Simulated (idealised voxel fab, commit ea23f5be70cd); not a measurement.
process module | voxel self aligned vias
cross-section cut | 225 nm wide | cells 5 nm
A cross-section is a grid of square cells, given in bands from the top down. A band is one or more rows of cells.
Each band's line starts with the height of the band's top and of its bottom, in nm. Then come its materials from left to right, each with its width in nm. One material with "throughout" fills the band from edge to edge. "air" is empty space.
Height 0 is the level under which the wafer as received is all one material. The lowest band goes on downwards, as in "0 down".
A width such as "30 to 40" changes by the same amount from each row of cells to the next, from the band's top row to its bottom row.
"no change" after a step means that no cell of the cross-section changed.
closed voids: empty space of 8 cells or more with no open way to the top, each as width x height at its distance from the left edge, in nm
after a step's settings: what the simulator itself notes on the step
overlay nm, on a step with a mask: how far to the right of its planned place the mask lay; to the left if negative
plan
1 op RECEIVE | material Si
2 op CONFORMAL_DEP | material SiO2 | thk nm 15
3 op CONFORMAL_DEP | material SiCN | thk nm 5
4 op DIRECTIONAL_DEP | material lowk | thk nm 25
5 op DIRECTIONAL_DEP | material aC | thk nm 10
6 op PATTERN | tone open | mask id LINES | material resist | width nm 20 | pitch nm 65 | thk nm 25 | overlay nm 0
7 op DIRECTIONAL_ETCH | etch materials aC | depth nm 10
8 op STRIP | etch materials resist
9 op DIRECTIONAL_ETCH | etch materials lowk | depth nm 25
10 op STRIP | etch materials aC
11 op CONFORMAL_DEP | material TiN | thk nm 5
12 op FILL_DEP | material Ru | thk nm 10
13 op CMP | height nm 45
14 op SELECTIVE_ETCH | etch materials W Ru TiN | depth nm 5
15 op FILL_DEP | material SiN | thk nm 10
16 op CMP | height nm 45
17 op DIRECTIONAL_DEP | material lowk | thk nm 15
18 op DIRECTIONAL_DEP | material aC | thk nm 15
19 op PATTERN | tone open | mask id VIAS | material resist | width nm 40 | pitch nm 130 | thk nm 30 | overlay nm 0
20 op DIRECTIONAL_ETCH | etch materials aC | depth nm 15
21 op STRIP | etch materials resist
22 op DIRECTIONAL_ETCH | etch materials lowk | depth nm 15
23 op DIRECTIONAL_ETCH | etch materials SiN | depth nm 5
24 op STRIP | etch materials aC
25 op CONFORMAL_DEP | material TiN | thk nm 5
26 op FILL_DEP | material Cu | thk nm 5
27 op CMP | height nm 60
28 op CONFORMAL_DEP | material SiN | thk nm 5
as received, after step 1
  0 down: Si throughout
  closed voids: none
first wafer at the end, as planned
  65 to 60: SiN throughout
  60 to 50: lowk 25 | TiN 5 | Cu 30 | TiN 5 | lowk 90 | TiN 5 | Cu 30 | TiN 5 | lowk 30
  50 to 45: lowk 25 | TiN 15 | Cu 10 | TiN 15 | lowk 90 | TiN 15 | Cu 10 | TiN 15 | lowk 30
  45 to 40: lowk 35 | TiN 20 | lowk 45 | SiN 20 | lowk 45 | TiN 20 | lowk 40
  40 to 25: lowk 35 | TiN 5 | Ru 10 | TiN 5 | lowk 45 | TiN 5 | Ru 10 | TiN 5 | lowk 45 | TiN 5 | Ru 10 | TiN 5 | lowk 40
  25 to 20: lowk 35 | TiN 20 | lowk 45 | TiN 20 | lowk 45 | TiN 20 | lowk 40
  20 to 15: SiCN throughout
  15 to 0: SiO2 throughout
  0 down: Si throughout
  closed voids: none
second wafer at the end: like start, like plan, one mistake
  65 to 60: SiN throughout
  60 to 50: lowk 25 | TiN 5 | Cu 30 | TiN 5 | lowk 90 | TiN 5 | Cu 30 | TiN 5 | lowk 30
  50 to 45: lowk 25 | TiN 15 | Cu 10 | TiN 15 | lowk 90 | TiN 15 | Cu 10 | TiN 15 | lowk 30
  45 to 40: lowk 35 | TiN 20 | lowk 45 | SiN 20 | lowk 45 | TiN 20 | lowk 40
  40 to 25: lowk 35 | TiN 20 | lowk 45 | TiN 5 | Ru 10 | TiN 5 | lowk 45 | TiN 20 | lowk 40
  25 to 20: lowk 35 | TiN 20 | lowk 45 | TiN 20 | lowk 45 | TiN 20 | lowk 40
  20 to 15: SiCN throughout
  15 to 0: SiO2 throughout
  0 down: Si throughout
  closed voids: none
what went wrong: step 24 ran as: op STRIP | etch materials Ru
at the end the second wafer has, in cells: 12 fewer of Ru | 12 more of TiN
